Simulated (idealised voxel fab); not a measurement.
The name of this process module is voxel transistor to metal.
FYI the section here is cut, 285 nm wide, cells are 5 nm squares.
Each cross-section below is a grid of square cells, stated as bands in top-down order, with one or more rows of cells making up each band.
Top height, bottom height, nm. Materials left to right, width each, nm. Single material + "full width" = fills band edge to edge. "empty" = empty.
Heights from 0 (as-received wafer is one material below). Bottom band endless downward, as "z 0 and below".
Read "30 to 40" as a graded width: first number on top, second number at the bottom, same change between each pair of neighbouring rows.
Where the words "changes: none" appear for a step, the cross-section shows no cell changed by that step; every cell remained as before.
The entry "closed voids" lists the empty spaces that cover at least 8 cells and have no open path to the top. Each is written as width x height at distance, where the distance is measured from the left edge and all three values are in nm.
Where a step's line continues beyond its settings, the continuation is a remark by the simulator itself on that step.
When a step includes a mask, the "overlay nm" setting on its line states how far to the right of its planned place that mask lay, and negative values state how far to the left.

Plan:
- 1: RECEIVE,material Si
- 2: OXIDIZE,depth nm 5
- 3: CONFORMAL_DEP,material SiN,thk nm 10
- 4: MASKED_ETCH,tone cover,mask id ACTIVE,width nm 100,pitch nm 130,etch materials SiN,depth nm 10,overlay nm 0
- 5: MASKED_ETCH,tone cover,mask id ACTIVE,width nm 100,pitch nm 130,etch materials SiO2,depth nm 5,overlay nm 0
- 6: MASKED_ETCH,tone cover,mask id ACTIVE,width nm 100,pitch nm 130,etch materials Si,depth nm 30,overlay nm 0
- 7: FILL_DEP,material SiO2,thk nm 5
- 8: CMP,height nm 10
- 9: SELECTIVE_ETCH,etch materials SiO2,depth nm 5
- 10: STRIP,etch materials SiN
- 11: SELECTIVE_ETCH,etch materials SiO2,depth nm 5
- 12: OXIDIZE,depth nm 5
- 13: DIRECTIONAL_DEP,material polySi,thk nm 25
- 14: DIRECTIONAL_DEP,material SiCN,thk nm 15
- 15: DIRECTIONAL_DEP,material aC,thk nm 15
- 16: PATTERN,tone cover,mask id GATE,material resist,width nm 20,pitch nm 130,thk nm 35,overlay nm 0
- 17: DIRECTIONAL_ETCH,etch materials aC,depth nm 15
- 18: STRIP,etch materials resist
- 19: DIRECTIONAL_ETCH,etch materials SiCN,depth nm 25
- 20: DIRECTIONAL_ETCH,etch materials polySi,depth nm 35
- 21: STRIP,etch materials aC
- 22: CONFORMAL_DEP,material SiO2,thk nm 5
- 23: DIRECTIONAL_ETCH,etch materials SiO2,depth nm 5
- 24: CONFORMAL_DEP,material SiN,thk nm 10
- 25: DIRECTIONAL_ETCH,etch materials SiN,depth nm 10
- 26: DIRECTIONAL_ETCH,etch materials SiO2,depth nm 5
- 27: EPI,material pSi,thk nm 5
- 28: FILL_DEP,material SiO2,thk nm 10
- 29: CMP,height nm 35
- 30: DIRECTIONAL_DEP,material SiO2,thk nm 15
- 31: PATTERN,tone open,mask id CONTACT,material resist,width nm 15,pitch nm 65,thk nm 20,overlay nm 0
- 32: DIRECTIONAL_ETCH,etch materials SiO2,depth nm 55
- 33: STRIP,etch materials resist
- 34: CONFORMAL_DEP,material TiN,thk nm 5
- 35: FILL_DEP,material Ru,thk nm 5
- 36: CMP,height nm 50
- 37: CONFORMAL_DEP,material SiCN,thk nm 5
- 38: DIRECTIONAL_DEP,material lowk,thk nm 20
- 39: PATTERN,tone open,mask id METAL_1,material resist,width nm 15,pitch nm 65,thk nm 15,overlay nm 0
- 40: DIRECTIONAL_ETCH,etch materials lowk,depth nm 20
- 41: DIRECTIONAL_ETCH,etch materials SiCN,depth nm 5
- 42: STRIP,etch materials resist
- 43: CONFORMAL_DEP,material TiN,thk nm 5
- 44: FILL_DEP,material W,thk nm 10
- 45: CMP,height nm 75
- 46: EPI,material Ru,thk nm 5
- 47: FILL_DEP,material SiCN,thk nm 5

Below: the first of two wafers, run as planned:

Cross-section, incoming material, after step 1:
* z 0 and below | Si full width
* closed voids: none

Step 2 complete: cross-section through the wafer:
* z 0 to -5 | SiO2 full width
* Beneath the level -5, the cross-section is identical to its previous state.

Step 3 complete: cross-section through the wafer:
* z 10 to 0 | SiN full width
* Beneath the level 0, the cross-section is identical to its previous state.

Step 4 complete: cross-section through the wafer:
* z 10 to 0 | empty=25 / SiN=100 / empty=30 / SiN=100 / empty=30
* Beneath the level 0, the cross-section is identical to its previous state.

Step 5 complete: cross-section through the wafer:
* z 10 to 0 | empty=25 / SiN=100 / empty=30 / SiN=100 / empty=30
* z 0 to -5 | empty=25 / SiO2=100 / empty=30 / SiO2=100 / empty=30
* Beneath the level -5, the cross-section is identical to its previous state.

Step 6 complete: cross-section through the wafer:
* z 10 to 0 | empty=25 / SiN=100 / empty=30 / SiN=100 / empty=30
* z 0 to -5 | empty=25 / SiO2=100 / empty=30 / SiO2=100 / empty=30
* z -5 to -35 | empty=25 / Si=100 / empty=30 / Si=100 / empty=30
* Beneath the level -35, the cross-section is identical to its previous state.

Step 7 complete: cross-section through the wafer:
* z 15 to 10 | SiO2 full width
* z 10 to 0 | SiO2=25 / SiN=100 / SiO2=30 / SiN=100 / SiO2=30
* z 0 to -5 | SiO2 full width
* z -5 to -35 | SiO2=25 / Si=100 / SiO2=30 / Si=100 / SiO2=30
* Beneath the level -35, the cross-section is identical to its previous state.

Step 8 complete: cross-section through the wafer:
* z 10 to 0 | SiO2=25 / SiN=100 / SiO2=30 / SiN=100 / SiO2=30
* Beneath the level 0, the cross-section is identical to its previous state.

Step 9 complete: cross-section through the wafer:
* z 10 to 5 | empty=25 / SiN=100 / empty=30 / SiN=100 / empty=30
* Beneath the level 5, the cross-section is identical to its previous state.

Step 10 complete: cross-section through the wafer:
* z 5 to 0 | SiO2=25 / empty=100 / SiO2=30 / empty=100 / SiO2=30
* Beneath the level 0, the cross-section is identical to its previous state.

Step 11 complete: cross-section through the wafer:
* z 0 to -5 | SiO2=20 / empty=110 / SiO2=20 / empty=110 / SiO2=25
* Beneath the level -5, the cross-section is identical to its previous state.

Step 12 complete: cross-section through the wafer:
* z 0 to -5 | SiO2=20 / empty=110 / SiO2=20 / empty=110 / SiO2=25
* z -5 to -10 | SiO2 full width
* Beneath the level -10, the cross-section is identical to its previous state.

Step 13 complete: cross-section through the wafer:
* z 25 to 20 | polySi=20 / empty=110 / polySi=20 / empty=110 / polySi=25
* z 20 to 0 | polySi full width
* z 0 to -5 | SiO2=20 / polySi=110 / SiO2=20 / polySi=110 / SiO2=25
* Beneath the level -5, the cross-section is identical to its previous state.

Step 14 complete: cross-section through the wafer:
* z 40 to 35 | SiCN=20 / empty=110 / SiCN=20 / empty=110 / SiCN=25
* z 35 to 25 | SiCN full width
* z 25 to 20 | polySi=20 / SiCN=110 / polySi=20 / SiCN=110 / polySi=25
* Beneath the level 20, the cross-section is identical to its previous state.

Step 15 complete: cross-section through the wafer:
* z 55 to 50 | aC=20 / empty=110 / aC=20 / empty=110 / aC=25
* z 50 to 40 | aC full width
* z 40 to 35 | SiCN=20 / aC=110 / SiCN=20 / aC=110 / SiCN=25
* Beneath the level 35, the cross-section is identical to its previous state.

Step 16 complete: cross-section through the wafer:
* z 90 to 55 | empty=65 / resist=20 / empty=110 / resist=20 / empty=70
* z 55 to 50 | aC=20 / empty=45 / resist=20 / empty=45 / aC=20 / empty=45 / resist=20 / empty=45 / aC=25
* Beneath the level 50, the cross-section is identical to its previous state.

Step 17 complete: cross-section through the wafer:
* z 75 to 50 | empty=65 / resist=20 / empty=110 / resist=20 / empty=70
* z 50 to 40 | empty=65 / aC=20 / empty=110 / aC=20 / empty=70
* z 40 to 35 | SiCN=20 / empty=45 / aC=20 / empty=45 / SiCN=20 / empty=45 / aC=20 / empty=45 / SiCN=25
* Beneath the level 35, the cross-section is identical to its previous state.

Step 18 complete: cross-section through the wafer:
* z 50 to 40 | empty=65 / aC=20 / empty=110 / aC=20 / empty=70
* Beneath the level 40, the cross-section is identical to its previous state.

Step 19 complete: cross-section through the wafer:
* z 50 to 35 | empty=65 / aC=20 / empty=110 / aC=20 / empty=70
* z 35 to 25 | empty=65 / SiCN=20 / empty=110 / SiCN=20 / empty=70
* z 25 to 20 | polySi=20 / empty=45 / SiCN=20 / empty=45 / polySi=20 / empty=45 / SiCN=20 / empty=45 / polySi=25
* Beneath the level 20, the cross-section is identical to its previous state.

Step 20 complete: cross-section through the wafer:
* z 50 to 35 | empty=65 / aC=20 / empty=110 / aC=20 / empty=70
* z 35 to 20 | empty=65 / SiCN=20 / empty=110 / SiCN=20 / empty=70
* z 20 to 0 | empty=65 / polySi=20 / empty=110 / polySi=20 / empty=70
* z 0 to -5 | SiO2=20 / empty=45 / polySi=20 / empty=45 / SiO2=20 / empty=45 / polySi=20 / empty=45 / SiO2=25
* Beneath the level -5, the cross-section is identical to its previous state.

Step 21 complete: cross-section through the wafer:
* z 35 to 20 | empty=65 / SiCN=20 / empty=110 / SiCN=20 / empty=70
* Beneath the level 20, the cross-section is identical to its previous state.

Step 22 complete: cross-section through the wafer:
* z 40 to 35 | empty=60 / SiO2=30 / empty=100 / SiO2=30 / empty=65
* z 35 to 20 | empty=60 / SiO2=5 / SiCN=20 / SiO2=5 / empty=100 / SiO2=5 / SiCN=20 / SiO2=5 / empty=65
* z 20 to 5 | empty=60 / SiO2=5 / polySi=20 / SiO2=5 / empty=100 / SiO2=5 / polySi=20 / SiO2=5 / empty=65
* z 5 to 0 | SiO2=25 / empty=35 / SiO2=5 / polySi=20 / SiO2=5 / empty=35 / SiO2=30 / empty=35 / SiO2=5 / polySi=20 / SiO2=5 / empty=35 / SiO2=30
* z 0 to -5 | SiO2=65 / polySi=20 / SiO2=110 / polySi=20 / SiO2=70
* Beneath the level -5, the cross-section is identical to its previous state.

Step 23 complete: cross-section through the wafer:
* z 35 to 20 | empty=60 / SiO2=5 / SiCN=20 / SiO2=5 / empty=100 / SiO2=5 / SiCN=20 / SiO2=5 / empty=65
* z 20 to 0 | empty=60 / SiO2=5 / polySi=20 / SiO2=5 / empty=100 / SiO2=5 / polySi=20 / SiO2=5 / empty=65
* z 0 to -5 | SiO2=25 / empty=35 / SiO2=5 / polySi=20 / SiO2=5 / empty=35 / SiO2=30 / empty=35 / SiO2=5 / polySi=20 / SiO2=5 / empty=35 / SiO2=30
* Beneath the level -5, the cross-section is identical to its previous state.

Step 24 complete: cross-section through the wafer:
* z 45 to 35 | empty=50 / SiN=50 / empty=80 / SiN=50 / empty=55
* z 35 to 20 | empty=50 / SiN=10 / SiO2=5 / SiCN=20 / SiO2=5 / SiN=10 / empty=80 / SiN=10 / SiO2=5 / SiCN=20 / SiO2=5 / SiN=10 / empty=55
* z 20 to 10 | empty=50 / SiN=10 / SiO2=5 / polySi=20 / SiO2=5 / SiN=10 / empty=80 / SiN=10 / SiO2=5 / polySi=20 / SiO2=5 / SiN=10 / empty=55
* z 10 to 5 | SiN=35 / empty=15 / SiN=10 / SiO2=5 / polySi=20 / SiO2=5 / SiN=10 / empty=15 / SiN=50 / empty=15 / SiN=10 / SiO2=5 / polySi=20 / SiO2=5 / SiN=10 / empty=15 / SiN=40
* z 5 to 0 | SiN=60 / SiO2=5 / polySi=20 / SiO2=5 / SiN=100 / SiO2=5 / polySi=20 / SiO2=5 / SiN=65
* z 0 to -5 | SiO2=25 / SiN=35 / SiO2=5 / polySi=20 / SiO2=5 / SiN=35 / SiO2=30 / SiN=35 / SiO2=5 / polySi=20 / SiO2=5 / SiN=35 / SiO2=30
* Beneath the level -5, the cross-section is identical to its previous state.

Step 25 complete: cross-section through the wafer:
* z 35 to 20 | empty=50 / SiN=10 / SiO2=5 / SiCN=20 / SiO2=5 / SiN=10 / empty=80 / SiN=10 / SiO2=5 / SiCN=20 / SiO2=5 / SiN=10 / empty=55
* z 20 to 0 | empty=50 / SiN=10 / SiO2=5 / polySi=20 / SiO2=5 / SiN=10 / empty=80 / SiN=10 / SiO2=5 / polySi=20 / SiO2=5 / SiN=10 / empty=55
* z 0 to -5 | SiO2=25 / SiN=10 / empty=15 / SiN=10 / SiO2=5 / polySi=20 / SiO2=5 / SiN=10 / empty=15 / SiN=10 / SiO2=30 / SiN=10 / empty=15 / SiN=10 / SiO2=5 / polySi=20 / SiO2=5 / SiN=10 / empty=15 / SiN=10 / SiO2=30
* Beneath the level -5, the cross-section is identical to its previous state.

Step 26 complete: cross-section through the wafer:
* z 35 to 30 | empty=50 / SiN=10 / empty=5 / SiCN=20 / empty=5 / SiN=10 / empty=80 / SiN=10 / empty=5 / SiCN=20 / empty=5 / SiN=10 / empty=55
* z 30 to 20 | empty=50 / SiN=10 / SiO2=5 / SiCN=20 / SiO2=5 / SiN=10 / empty=80 / SiN=10 / SiO2=5 / SiCN=20 / SiO2=5 / SiN=10 / empty=55
* z 20 to 0 | empty=50 / SiN=10 / SiO2=5 / polySi=20 / SiO2=5 / SiN=10 / empty=80 / SiN=10 / SiO2=5 / polySi=20 / SiO2=5 / SiN=10 / empty=55
* z 0 to -5 | empty=25 / SiN=10 / empty=15 / SiN=10 / SiO2=5 / polySi=20 / SiO2=5 / SiN=10 / empty=15 / SiN=10 / empty=30 / SiN=10 / empty=15 / SiN=10 / SiO2=5 / polySi=20 / SiO2=5 / SiN=10 / empty=15 / SiN=10 / empty=30
* z -5 to -10 | SiO2=35 / empty=15 / SiO2=50 / empty=15 / SiO2=50 / empty=15 / SiO2=50 / empty=15 / SiO2=40
* Beneath the level -10, the cross-section is identical to its previous state.

Step 27 complete: cross-section through the wafer:
* z 35 to 30 | empty=50 / SiN=10 / empty=5 / SiCN=20 / empty=5 / SiN=10 / empty=80 / SiN=10 / empty=5 / SiCN=20 / empty=5 / SiN=10 / empty=55
* z 30 to 20 | empty=50 / SiN=10 / SiO2=5 / SiCN=20 / SiO2=5 / SiN=10 / empty=80 / SiN=10 / SiO2=5 / SiCN=20 / SiO2=5 / SiN=10 / empty=55
* z 20 to 0 | empty=50 / SiN=10 / SiO2=5 / polySi=20 / SiO2=5 / SiN=10 / empty=80 / SiN=10 / SiO2=5 / polySi=20 / SiO2=5 / SiN=10 / empty=55
* z 0 to -5 | empty=25 / SiN=10 / empty=15 / SiN=10 / SiO2=5 / polySi=20 / SiO2=5 / SiN=10 / empty=15 / SiN=10 / empty=30 / SiN=10 / empty=15 / SiN=10 / SiO2=5 / polySi=20 / SiO2=5 / SiN=10 / empty=15 / SiN=10 / empty=30
* z -5 to -10 | SiO2=35 / pSi=15 / SiO2=50 / pSi=15 / SiO2=50 / pSi=15 / SiO2=50 / pSi=15 / SiO2=40
* Beneath the level -10, the cross-section is identical to its previous state.

Step 28 complete: cross-section through the wafer:
* z 45 to 35 | SiO2 full width
* z 35 to 20 | SiO2=50 / SiN=10 / SiO2=5 / SiCN=20 / SiO2=5 / SiN=10 / SiO2=80 / SiN=10 / SiO2=5 / SiCN=20 / SiO2=5 / SiN=10 / SiO2=55
* z 20 to 0 | SiO2=50 / SiN=10 / SiO2=5 / polySi=20 / SiO2=5 / SiN=10 / SiO2=80 / SiN=10 / SiO2=5 / polySi=20 / SiO2=5 / SiN=10 / SiO2=55
* z 0 to -5 | SiO2=25 / SiN=10 / SiO2=15 / SiN=10 / SiO2=5 / polySi=20 / SiO2=5 / SiN=10 / SiO2=15 / SiN=10 / SiO2=30 / SiN=10 / SiO2=15 / SiN=10 / SiO2=5 / polySi=20 / SiO2=5 / SiN=10 / SiO2=15 / SiN=10 / SiO2=30
* Beneath the level -5, the cross-section is identical to its previous state.

Step 29 complete: cross-section through the wafer:
* z 35 to 20 | SiO2=50 / SiN=10 / SiO2=5 / SiCN=20 / SiO2=5 / SiN=10 / SiO2=80 / SiN=10 / SiO2=5 / SiCN=20 / SiO2=5 / SiN=10 / SiO2=55
* Beneath the level 20, the cross-section is identical to its previous state.

Step 30 complete: cross-section through the wafer:
* z 50 to 35 | SiO2 full width
* Beneath the level 35, the cross-section is identical to its previous state.

Step 31 complete: cross-section through the wafer:
* z 70 to 50 | resist=35 / empty=15 / resist=50 / empty=15 / resist=50 / empty=15 / resist=50 / empty=15 / resist=40
* Beneath the level 50, the cross-section is identical to its previous state.

Step 32 complete: cross-section through the wafer:
* z 70 to 50 | resist=35 / empty=15 / resist=50 / empty=15 / resist=50 / empty=15 / resist=50 / empty=15 / resist=40
* z 50 to 35 | SiO2=35 / empty=15 / SiO2=50 / empty=15 / SiO2=50 / empty=15 / SiO2=50 / empty=15 / SiO2=40
* z 35 to 20 | SiO2=35 / empty=15 / SiN=10 / SiO2=5 / SiCN=20 / SiO2=5 / SiN=10 / empty=15 / SiO2=50 / empty=15 / SiN=10 / SiO2=5 / SiCN=20 / SiO2=5 / SiN=10 / empty=15 / SiO2=40
* z 20 to 0 | SiO2=35 / empty=15 / SiN=10 / SiO2=5 / polySi=20 / SiO2=5 / SiN=10 / empty=15 / SiO2=50 / empty=15 / SiN=10 / SiO2=5 / polySi=20 / SiO2=5 / SiN=10 / empty=15 / SiO2=40
* z 0 to -5 | SiO2=25 / SiN=10 / empty=15 / SiN=10 / SiO2=5 / polySi=20 / SiO2=5 / SiN=10 / empty=15 / SiN=10 / SiO2=30 / SiN=10 / empty=15 / SiN=10 / SiO2=5 / polySi=20 / SiO2=5 / SiN=10 / empty=15 / SiN=10 / SiO2=30
* Beneath the level -5, the cross-section is identical to its previous state.

Step 33 complete: cross-section through the wafer:
* z 50 to 35 | SiO2=35 / empty=15 / SiO2=50 / empty=15 / SiO2=50 / empty=15 / SiO2=50 / empty=15 / SiO2=40
* Beneath the level 35, the cross-section is identical to its previous state.

Step 34 complete: cross-section through the wafer:
* z 55 to 50 | TiN=40 / empty=5 / TiN=60 / empty=5 / TiN=60 / empty=5 / TiN=60 / empty=5 / TiN=45
* z 50 to 35 | SiO2=35 / TiN=5 / empty=5 / TiN=5 / SiO2=50 / TiN=5 / empty=5 / TiN=5 / SiO2=50 / TiN=5 / empty=5 / TiN=5 / SiO2=50 / TiN=5 / empty=5 / TiN=5 / SiO2=40
* z 35 to 20 | SiO2=35 / TiN=5 / empty=5 / TiN=5 / SiN=10 / SiO2=5 / SiCN=20 / SiO2=5 / SiN=10 / TiN=5 / empty=5 / TiN=5 / SiO2=50 / TiN=5 / empty=5 / TiN=5 / SiN=10 / SiO2=5 / SiCN=20 / SiO2=5 / SiN=10 / TiN=5 / empty=5 / TiN=5 / SiO2=40
* z 20 to 0 | SiO2=35 / TiN=5 / empty=5 / TiN=5 / SiN=10 / SiO2=5 / polySi=20 / SiO2=5 / SiN=10 / TiN=5 / empty=5 / TiN=5 / SiO2=50 / TiN=5 / empty=5 / TiN=5 / SiN=10 / SiO2=5 / polySi=20 / SiO2=5 / SiN=10 / TiN=5 / empty=5 / TiN=5 / SiO2=40
* z 0 to -5 | SiO2=25 / SiN=10 / TiN=15 / SiN=10 / SiO2=5 / polySi=20 / SiO2=5 / SiN=10 / TiN=15 / SiN=10 / SiO2=30 / SiN=10 / TiN=15 / SiN=10 / SiO2=5 / polySi=20 / SiO2=5 / SiN=10 / TiN=15 / SiN=10 / SiO2=30
* Beneath the level -5, the cross-section is identical to its previous state.

Step 35 complete: cross-section through the wafer:
* z 60 to 55 | Ru full width
* z 55 to 50 | TiN=40 / Ru=5 / TiN=60 / Ru=5 / TiN=60 / Ru=5 / TiN=60 / Ru=5 / TiN=45
* z 50 to 35 | SiO2=35 / TiN=5 / Ru=5 / TiN=5 / SiO2=50 / TiN=5 / Ru=5 / TiN=5 / SiO2=50 / TiN=5 / Ru=5 / TiN=5 / SiO2=50 / TiN=5 / Ru=5 / TiN=5 / SiO2=40
* z 35 to 20 | SiO2=35 / TiN=5 / Ru=5 / TiN=5 / SiN=10 / SiO2=5 / SiCN=20 / SiO2=5 / SiN=10 / TiN=5 / Ru=5 / TiN=5 / SiO2=50 / TiN=5 / Ru=5 / TiN=5 / SiN=10 / SiO2=5 / SiCN=20 / SiO2=5 / SiN=10 / TiN=5 / Ru=5 / TiN=5 / SiO2=40
* z 20 to 0 | SiO2=35 / TiN=5 / Ru=5 / TiN=5 / SiN=10 / SiO2=5 / polySi=20 / SiO2=5 / SiN=10 / TiN=5 / Ru=5 / TiN=5 / SiO2=50 / TiN=5 / Ru=5 / TiN=5 / SiN=10 / SiO2=5 / polySi=20 / SiO2=5 / SiN=10 / TiN=5 / Ru=5 / TiN=5 / SiO2=40
* Beneath the level 0, the cross-section is identical to its previous state.

Step 36 complete: cross-section through the wafer:
* z 50 to 35 | SiO2=35 / TiN=5 / Ru=5 / TiN=5 / SiO2=50 / TiN=5 / Ru=5 / TiN=5 / SiO2=50 / TiN=5 / Ru=5 / TiN=5 / SiO2=50 / TiN=5 / Ru=5 / TiN=5 / SiO2=40
* Beneath the level 35, the cross-section is identical to its previous state.

Step 37 complete: cross-section through the wafer:
* z 55 to 50 | SiCN full width
* Beneath the level 50, the cross-section is identical to its previous state.

Step 38 complete: cross-section through the wafer:
* z 75 to 55 | lowk full width
* Beneath the level 55, the cross-section is identical to its previous state.

Step 39 complete: cross-section through the wafer:
* z 90 to 75 | resist=35 / empty=15 / resist=50 / empty=15 / resist=50 / empty=15 / resist=50 / empty=15 / resist=40
* Beneath the level 75, the cross-section is identical to its previous state.

Step 40 complete: cross-section through the wafer:
* z 90 to 75 | resist=35 / empty=15 / resist=50 / empty=15 / resist=50 / empty=15 / resist=50 / empty=15 / resist=40
* z 75 to 55 | lowk=35 / empty=15 / lowk=50 / empty=15 / lowk=50 / empty=15 / lowk=50 / empty=15 / lowk=40
* Beneath the level 55, the cross-section is identical to its previous state.

Step 41 complete: cross-section through the wafer:
* z 90 to 75 | resist=35 / empty=15 / resist=50 / empty=15 / resist=50 / empty=15 / resist=50 / empty=15 / resist=40
* z 75 to 55 | lowk=35 / empty=15 / lowk=50 / empty=15 / lowk=50 / empty=15 / lowk=50 / empty=15 / lowk=40
* z 55 to 50 | SiCN=35 / empty=15 / SiCN=50 / empty=15 / SiCN=50 / empty=15 / SiCN=50 / empty=15 / SiCN=40
* Beneath the level 50, the cross-section is identical to its previous state.

Step 42 complete: cross-section through the wafer:
* z 75 to 55 | lowk=35 / empty=15 / lowk=50 / empty=15 / lowk=50 / empty=15 / lowk=50 / empty=15 / lowk=40
* Beneath the level 55, the cross-section is identical to its previous state.

Step 43 complete: cross-section through the wafer:
* z 80 to 75 | TiN=40 / empty=5 / TiN=60 / empty=5 / TiN=60 / empty=5 / TiN=60 / empty=5 / TiN=45
* z 75 to 55 | lowk=35 / TiN=5 / empty=5 / TiN=5 / lowk=50 / TiN=5 / empty=5 / TiN=5 / lowk=50 / TiN=5 / empty=5 / TiN=5 / lowk=50 / TiN=5 / empty=5 / TiN=5 / lowk=40
* z 55 to 50 | SiCN=35 / TiN=15 / SiCN=50 / TiN=15 / SiCN=50 / TiN=15 / SiCN=50 / TiN=15 / SiCN=40
* Beneath the level 50, the cross-section is identical to its previous state.

Step 44 complete: cross-section through the wafer:
* z 90 to 80 | W full width
* z 80 to 75 | TiN=40 / W=5 / TiN=60 / W=5 / TiN=60 / W=5 / TiN=60 / W=5 / TiN=45
* z 75 to 55 | lowk=35 / TiN=5 / W=5 / TiN=5 / lowk=50 / TiN=5 / W=5 / TiN=5 / lowk=50 / TiN=5 / W=5 / TiN=5 / lowk=50 / TiN=5 / W=5 / TiN=5 / lowk=40
* Beneath the level 55, the cross-section is identical to its previous state.

Step 45 complete: cross-section through the wafer:
* z 75 to 55 | lowk=35 / TiN=5 / W=5 / TiN=5 / lowk=50 / TiN=5 / W=5 / TiN=5 / lowk=50 / TiN=5 / W=5 / TiN=5 / lowk=50 / TiN=5 / W=5 / TiN=5 / lowk=40
* Beneath the level 55, the cross-section is identical to its previous state.

Step 46 complete: cross-section through the wafer:
* z 80 to 75 | empty=30 / Ru=25 / empty=40 / Ru=25 / empty=40 / Ru=25 / empty=40 / Ru=25 / empty=35
* Beneath the level 75, the cross-section is identical to its previous state.

Step 47 complete: cross-section through the wafer:
* z 85 to 80 | SiCN full width
* z 80 to 75 | SiCN=30 / Ru=25 / SiCN=40 / Ru=25 / SiCN=40 / Ru=25 / SiCN=40 / Ru=25 / SiCN=35
* Beneath the level 75, the cross-section is identical to its previous state.

The Second Wafer: Common Origin and Plan, One Mistake in Execution, Identical to the First Through Step 38:

Second wafer, sectioned view, at step 39's planned end time:
* z 90 to 75 | resist=45 / empty=15 / resist=50 / empty=15 / resist=50 / empty=15 / resist=50 / empty=15 / resist=30
* Beneath the level 75, the cross-section is identical to its previous state.

Second wafer, sectioned view, at step 40's planned end time:
* z 90 to 75 | resist=45 / empty=15 / resist=50 / empty=15 / resist=50 / empty=15 / resist=50 / empty=15 / resist=30
* z 75 to 55 | lowk=45 / empty=15 / lowk=50 / empty=15 / lowk=50 / empty=15 / lowk=50 / empty=15 / lowk=30
* Beneath the level 55, the cross-section is identical to its previous state.

Second wafer, sectioned view, at step 41's planned end time:
* z 90 to 75 | resist=45 / empty=15 / resist=50 / empty=15 / resist=50 / empty=15 / resist=50 / empty=15 / resist=30
* z 75 to 55 | lowk=45 / empty=15 / lowk=50 / empty=15 / lowk=50 / empty=15 / lowk=50 / empty=15 / lowk=30
* z 55 to 50 | SiCN=45 / empty=15 / SiCN=50 / empty=15 / SiCN=50 / empty=15 / SiCN=50 / empty=15 / SiCN=30
* Beneath the level 50, the cross-section is identical to its previous state.

Second wafer, sectioned view, at step 42's planned end time:
* z 75 to 55 | lowk=45 / empty=15 / lowk=50 / empty=15 / lowk=50 / empty=15 / lowk=50 / empty=15 / lowk=30
* Beneath the level 55, the cross-section is identical to its previous state.

Second wafer, sectioned view, at step 43's planned end time:
* z 80 to 75 | TiN=50 / empty=5 / TiN=60 / empty=5 / TiN=60 / empty=5 / TiN=60 / empty=5 / TiN=35
* z 75 to 55 | lowk=45 / TiN=5 / empty=5 / TiN=5 / lowk=50 / TiN=5 / empty=5 / TiN=5 / lowk=50 / TiN=5 / empty=5 / TiN=5 / lowk=50 / TiN=5 / empty=5 / TiN=5 / lowk=30
* z 55 to 50 | SiCN=45 / TiN=15 / SiCN=50 / TiN=15 / SiCN=50 / TiN=15 / SiCN=50 / TiN=15 / SiCN=30
* Beneath the level 50, the cross-section is identical to its previous state.

Second wafer, sectioned view, at step 44's planned end time:
* z 90 to 80 | W full width
* z 80 to 75 | TiN=50 / W=5 / TiN=60 / W=5 / TiN=60 / W=5 / TiN=60 / W=5 / TiN=35
* z 75 to 55 | lowk=45 / TiN=5 / W=5 / TiN=5 / lowk=50 / TiN=5 / W=5 / TiN=5 / lowk=50 / TiN=5 / W=5 / TiN=5 / lowk=50 / TiN=5 / W=5 / TiN=5 / lowk=30
* Beneath the level 55, the cross-section is identical to its previous state.

Second wafer, sectioned view, at step 45's planned end time:
* z 75 to 55 | lowk=45 / TiN=5 / W=5 / TiN=5 / lowk=50 / TiN=5 / W=5 / TiN=5 / lowk=50 / TiN=5 / W=5 / TiN=5 / lowk=50 / TiN=5 / W=5 / TiN=5 / lowk=30
* Beneath the level 55, the cross-section is identical to its previous state.

Second wafer, sectioned view, at step 46's planned end time:
* z 80 to 75 | empty=40 / Ru=25 / empty=40 / Ru=25 / empty=40 / Ru=25 / empty=40 / Ru=25 / empty=25
* Beneath the level 75, the cross-section is identical to its previous state.

Second wafer, sectioned view, at step 47's planned end time:
* z 85 to 80 | SiCN full width
* z 80 to 75 | SiCN=40 / Ru=25 / SiCN=40 / Ru=25 / SiCN=40 / Ru=25 / SiCN=40 / Ru=25 / SiCN=25
* Beneath the level 75, the cross-section is identical to its previous state.
The mistake made against the process plan was this: step 39 was run on a setting that differed from the plan, and what really ran there is PATTERN,tone open,mask id METAL_1,material resist,width nm 15,pitch nm 65,thk nm 15,overlay nm 10
So at the finish, the second wafer's got exactly as many cells of each material as the first, just not in the same spots.
